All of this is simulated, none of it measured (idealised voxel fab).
Presented below is a process module, voxel self aligned contacts.
Shown is cross-section cut, with a width of 235 nm and square cells of size 5 nm.
Notation: cross-section as square-cell grid; stated in bands, top first, going down; one or more cell rows per band. What a band's entry tells you: where the top is and where the bottom is, as heights in nm, and after that what lies inside, material by material from left to right, each with its width in nm. Empty space is written as the word "empty", and a single material marked with the word "everywhere" occupies the band from edge to edge. Heights are reckoned from 0. Under this level, the received wafer is all of one material. The bottommost band is open-ended downward, for example "0 nm and below". Width "30..40": first value at the band's top row of cells, second value at its bottom row, equal change from row to row. The cross-section has no changed cell in any step marked "all unchanged". The label "Unvented cavities" introduces a list of the empty spaces, 8 cells or larger, that have no open way up to the top; each entry in it reads width x height at distance, where the distance is taken from the left edge and all three are stated in nm. Step line, after settings: the simulator's comment on this step. overlay nm: step with mask; distance mask lay right of planned place; negative value = left of planned place.

Steps planned for the process:
- 1: op RECEIVE | material Si
- 2: op OXIDIZE | depth nm 5
- 3: op DIRECTIONAL_DEP | material polySi | thk nm 25
- 4: op DIRECTIONAL_DEP | material SiN | thk nm 15
- 5: op PATTERN | tone cover | mask id GATE | material resist | width nm 30 | pitch nm 65 | thk nm 15 | overlay nm 0
- 6: op DIRECTIONAL_ETCH | etch materials SiN | depth nm 15
- 7: op DIRECTIONAL_ETCH | etch materials polySi | depth nm 25
- 8: op STRIP | etch materials resist
- 9: op CONFORMAL_DEP | material SiN | thk nm 5
- 10: op DIRECTIONAL_ETCH | etch materials SiN | depth nm 5
- 11: op FILL_DEP | material SiO2 | thk nm 15
- 12: op CMP | height nm 45
- 13: op DIRECTIONAL_DEP | material aC | thk nm 15
- 14: op PATTERN | tone open | mask id CONTACT | material resist | width nm 45 | pitch nm 65 | thk nm 30 | overlay nm 0
- 15: op DIRECTIONAL_ETCH | etch materials aC | depth nm 15
- 16: op STRIP | etch materials resist
- 17: op DIRECTIONAL_ETCH | etch materials SiO2 | depth nm 50
- 18: op STRIP | etch materials aC
- 19: op CONFORMAL_DEP | material TiN | thk nm 5
- 20: op FILL_DEP | material Ru | thk nm 10
- 21: op CMP | height nm 45
- 22: op CONFORMAL_DEP | material SiCN | thk nm 5

Wafer cross-section on receipt, i.e. after step 1:
- 0 nm and below  Si everywhere
- Unvented cavities: none

Result of the module, cross-sectioned: start per above, plan per above, one error in how it was run:
- 65 nm to 60 nm  SiCN everywhere
- 60 nm to 50 nm  Ru everywhere
- 50 nm to 45 nm  TiN: 65 | Ru: 35 | TiN: 30 | Ru: 35 | TiN: 70
- 45 nm to 40 nm  SiO2: 60 | TiN: 15 | Ru: 15 | TiN: 15 | SiO2: 20 | TiN: 15 | Ru: 15 | TiN: 15 | SiO2: 65
- 40 nm to 25 nm  SiO2: 30 | SiN: 40 | TiN: 5 | Ru: 15 | TiN: 5 | SiN: 40 | TiN: 5 | Ru: 15 | TiN: 5 | SiN: 40 | SiO2: 35
- 25 nm to 0 nm  SiO2: 30 | SiN: 5 | polySi: 30 | SiN: 5 | TiN: 5 | Ru: 15 | TiN: 5 | SiN: 5 | polySi: 30 | SiN: 5 | TiN: 5 | Ru: 15 | TiN: 5 | SiN: 5 | polySi: 30 | SiN: 5 | SiO2: 35
- 0 nm to -5 nm  SiO2: 70 | TiN: 25 | SiO2: 40 | TiN: 25 | SiO2: 75
- -5 nm and below  Si everywhere
- Unvented cavities: none
In executing the process, a mistake was made relative to the plan: the plan's step 21 went unexecuted, having been skipped
